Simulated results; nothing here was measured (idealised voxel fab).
You're looking at the process module voxel fin reveal.
Square cells of 5 nm make up the cross-section cut, whose width is 295 nm.
If you're reading a cross-section in this doc, picture square cells in a grid; it comes to you as bands, top ones listed first down to the bottom, and a band can be one or more rows of cells. What a band's entry tells you: where the top is and where the bottom is, as heights in nm, and after that what lies inside, material by material from left to right, each with its width in nm. Empty space is written as the word "blank", and a single material marked with the word "throughout" occupies the band from edge to edge. Ref level 0: as-received wafer is one material below here. Bottom band extends down with no lower bound ("0 down"). The notation "30->40" denotes a width that varies across the rows of cells in the band, beginning at the first number in the top row, finishing at the second number in the bottom row, and changing by an identical amount from each row to the next. Step marked "no alteration"? Then no cell in the cross-section changed in it. Each empty space that has no open way to the top and spans at least 8 cells appears under "Enclosed voids" as width x height at distance, the distance counted from the left edge, all in nm. Formally, on a step line, whatever follows the settings is a remark that the simulator itself makes on the step. The "overlay nm" setting may appear on a step's line; for a step that uses a mask, it gives how far to the right of its planned position the mask lay, and a negative value indicates the left.
**So here's the lineup of process steps we planned**
1 RECEIVE: material Si
2 CONFORMAL_DEP: material SiN, thk nm 10
3 MASKED_ETCH: tone cover, mask id FINS, width nm 15, pitch nm 45, etch materials SiN, depth nm 10, overlay nm -15
4 MASKED_ETCH: tone cover, mask id FINS, width nm 15, pitch nm 45, etch materials Si, depth nm 40, overlay nm 0
5 OXIDIZE: depth nm 5
6 FILL_DEP: material SiO2, thk nm 15
7 CMP: height nm 10
8 SELECTIVE_ETCH: etch materials SiO2, depth nm 25
9 STRIP: etch materials SiN
Wafer-to-wafer difference: overlay nm, step 3. Common start. Plan = first wafer's value.
**first wafer as received, after step 1**
> 0 down  Si throughout
> Enclosed voids: none
**Here's the first of several wafers in cross-section, end of the module, after the last step, step 9**
> 0 to -5  blank=105 | Si=5 | blank=40 | Si=5 | blank=140
> -5 to -15  blank=105 | Si=20 | blank=25 | Si=20 | blank=125
> -15 to -45  SiO2=105 | Si=20 | SiO2=25 | Si=20 | SiO2=125
> -45 down  Si throughout
> Enclosed voids: none
**Cross-section of the final wafer among several, taken at the end of the module**
> 0 to -5  blank=135 | Si=5 | blank=40 | Si=5 | blank=110
> -5 to -15  blank=120 | Si=20 | blank=25 | Si=20 | blank=110
> -15 to -45  SiO2=120 | Si=20 | SiO2=25 | Si=20 | SiO2=110
> -45 down  Si throughout
> Enclosed voids: none
**So in this table every wafer gets its own row, and what you see is where it stands at the end of the module: for each material, how many cells it picked up (+) or gave up (-) since we received it, and after that its closed voids**
overlay nm -15, -465 Si, +306 SiO2, Enclosed voids: none
overlay nm -10, -481 Si, +318 SiO2, Enclosed voids: none
overlay nm -5, -497 Si, +330 SiO2, Enclosed voids: none
overlay nm 0, -513 Si, +342 SiO2, Enclosed voids: none
overlay nm 5, -497 Si, +330 SiO2, Enclosed voids: none
overlay nm 10, -481 Si, +318 SiO2, Enclosed voids: none
overlay nm 15, -465 Si, +306 SiO2, Enclosed voids: none
